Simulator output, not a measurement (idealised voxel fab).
Process module in this document: voxel fin reveal
Cross-section cut: width 265 nm, square cells of 5 nm.
A cross-section in this document is a grid of square cells, and it is written down as bands, the top band listed before the ones below it; a band is made up of one or more rows of cells.
Quick guide to a band line: top height, bottom height (nm) up front; then every material left to right with its width in nm. Only one material and it's marked "everywhere"? Then it fills the band edge to edge. And "blank" just means empty space.
Ref level 0: as-received wafer is one material below here. Bottom band extends down with no lower bound ("0 nm and below").
It should be noted that a width expressed as "30->40" varies in equal increments from row to row of cells within the band, taking the value of the first number at the top row and that of the second number at the bottom row.
The designation "remained unchanged", where it is given for a processing step, indicates that no cell of the cross-section was altered in the course of that step.
If an empty space has no open way to the top and is at least 8 cells in size, "Sealed void list" lists it, written width x height at distance, where distance is measured from the left edge and every value is in nm.
Formally, on a step line, whatever follows the settings is a remark that the simulator itself makes on the step.
If you see "overlay nm" on a step's line and that step has a mask, it's telling you how far right of where it was planned the mask ended up; a negative number means it went left instead.
The planned process steps are enumerated hereunder:
| 1 | RECEIVE: material Si |
| 2 | CONFORMAL_DEP: material SiN, thk nm 5 |
| 3 | MASKED_ETCH: tone cover, mask id FINS, width nm 15, pitch nm 35, etch materials SiN, depth nm 5, overlay nm 0 |
| 4 | MASKED_ETCH: tone cover, mask id FINS, width nm 15, pitch nm 35, etch materials Si, depth nm 30, overlay nm 0 |
| 5 | OXIDIZE: depth nm 5 |
| 6 | FILL_DEP: material SiO2, thk nm 10 |
| 7 | CMP: height nm 5 |
| 8 | SELECTIVE_ETCH: etch materials SiO2, depth nm 15 |
| 9 | STRIP: etch materials SiN |
| 10 | CONFORMAL_DEP: material SiO2, thk nm 5 |
What follows covers the first of two wafers; it ran as planned:
Cross-sectional view of the wafer in its as-received condition, corresponding to the state after step 1:
    0 nm and below  Si everywhere
    Sealed void list: none
After step 2, in cross-section:
    5 nm to 0 nm  SiN everywhere
    below 0: unchanged
After step 3, in cross-section:
    5 nm to 0 nm  105 blank  15 SiN  20 blank  15 SiN  110 blank
    below 0: unchanged
After step 4, in cross-section:
    5 nm to 0 nm  105 blank  15 SiN  20 blank  15 SiN  110 blank
    0 nm to -30 nm  105 blank  15 Si  20 blank  15 Si  110 blank
    below -30: unchanged
After step 5, in cross-section:
    5 nm to 0 nm  105 blank  15 SiN  20 blank  15 SiN  110 blank
    0 nm to -30 nm  105 blank  5 SiO2  5 Si  5 SiO2  20 blank  5 SiO2  5 Si  5 SiO2  110 blank
    -30 nm to -35 nm  110 SiO2  5 Si  30 SiO2  5 Si  115 SiO2
    below -35: unchanged
After step 6, in cross-section:
    15 nm to 5 nm  SiO2 everywhere
    5 nm to 0 nm  105 SiO2  15 SiN  20 SiO2  15 SiN  110 SiO2
    0 nm to -35 nm  110 SiO2  5 Si  30 SiO2  5 Si  115 SiO2
    below -35: unchanged
After step 7, in cross-section:
    5 nm to 0 nm  105 SiO2  15 SiN  20 SiO2  15 SiN  110 SiO2
    below 0: unchanged
After step 8, in cross-section:
    5 nm to 0 nm  105 blank  15 SiN  20 blank  15 SiN  110 blank
    0 nm to -10 nm  110 blank  5 Si  30 blank  5 Si  115 blank
    below -10: unchanged
After step 9, in cross-section:
    0 nm to -10 nm  110 blank  5 Si  30 blank  5 Si  115 blank
    below -10: unchanged
After step 10, in cross-section:
    5 nm to 0 nm  105 blank  15 SiO2  20 blank  15 SiO2  110 blank
    0 nm to -5 nm  105 blank  5 SiO2  5 Si  5 SiO2  20 blank  5 SiO2  5 Si  5 SiO2  110 blank
    -5 nm to -35 nm  110 SiO2  5 Si  30 SiO2  5 Si  115 SiO2
    below -35: unchanged
Regarding the second of the two wafers: it shared the first wafer's starting condition and process plan, yet one error occurred during its execution. Its history coincides with that of the first wafer up to and including step 7:
Second wafer cross-section, taken as of the time the plan sets for step 8 to be done:
    5 nm to 0 nm  105 blank  15 SiN  20 blank  15 SiN  110 blank
    0 nm to -25 nm  110 blank  5 Si  30 blank  5 Si  115 blank
    below -25: unchanged
Second wafer cross-section, taken as of the time the plan sets for step 9 to be done:
    0 nm to -25 nm  110 blank  5 Si  30 blank  5 Si  115 blank
    below -25: unchanged
Second wafer cross-section, taken as of the time the plan sets for step 10 to be done:
    5 nm to 0 nm  105 blank  15 SiO2  20 blank  15 SiO2  110 blank
    0 nm to -20 nm  105 blank  5 SiO2  5 Si  5 SiO2  20 blank  5 SiO2  5 Si  5 SiO2  110 blank
    -20 nm to -35 nm  110 SiO2  5 Si  30 SiO2  5 Si  115 SiO2
    below -35: unchanged
The mistake made against the process plan was this: step 8 of the plan was carried out twice
The second wafer ends with more or fewer cells of some materials than the first, per final count: SiO2 -141
